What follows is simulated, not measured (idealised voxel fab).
Presented below is a process module, voxel lift off.
Square cells of 5 nm make up the cross-section cut, whose width is 300 nm.
If you're reading a cross-section in this doc, picture square cells in a grid; it comes to you as bands, top ones listed first down to the bottom, and a band can be one or more rows of cells. The band entry comprises the height of the band's top followed by the height of its bottom, expressed in nm, and subsequently the band's materials from left to right, each stated together with its width in nm. Where a single material is marked with the word "throughout", that material fills the band from edge to edge. The word "empty" represents empty space. A quick word on heights: they are counted from 0, and under that level the wafer as it came to us is one material throughout. The lowest band is different from the rest in having no bottom; it simply continues downward, written as in "0 down". The two numbers in a width such as "30 to 40" mark its ends across the band: the first belongs to the top row of cells, the second to the bottom row, and from each row to the next the width moves by the same amount. You'll sometimes find "stayed the same" written for a step, and that's the way of saying that nowhere in the cross-section did a cell change during that step. The entry titled "Unvented cavities" provides the empty spaces that have no open way to the top, restricted to those of 8 cells or more. Each is presented as width x height at distance, the distance being measured from the left edge, with all three in nm. On each step's line, the part that comes after the settings is the simulator's own comment on the step. overlay nm: mask offset rightward from planned place, masked step; negative means leftward offset.
Process steps foreseen in the plan:
1: RECEIVE, material Si
2: CONFORMAL_DEP, material SiN, thk nm 10
3: PATTERN, tone open, mask id LINES, material resist, width nm 25, pitch nm 45, thk nm 15, overlay nm 0
4: DIRECTIONAL_DEP, material Ru, thk nm 5
5: STRIP, etch materials resist
6: CONFORMAL_DEP, material SiCN, thk nm 5
As received (post step 1): cross-section:
    0 down  Si throughout
    Unvented cavities: none
End state of the module in cross-section, given the above starting point and plan and one mistake in execution:
    20 to 15  75 empty; 35 SiCN; 10 empty; 35 SiCN; 10 empty; 35 SiCN; 10 empty; 35 SiCN; 55 empty
    15 to 10  80 SiCN; 25 Ru; 20 SiCN; 25 Ru; 20 SiCN; 25 Ru; 20 SiCN; 25 Ru; 60 SiCN
    10 to 0  SiN throughout
    0 down  Si throughout
    Unvented cavities: none
Misprocessing identified: step 3 off recipe, ran as PATTERN, tone open, mask id LINES, material resist, width nm 25, pitch nm 45, thk nm 15, overlay nm 10
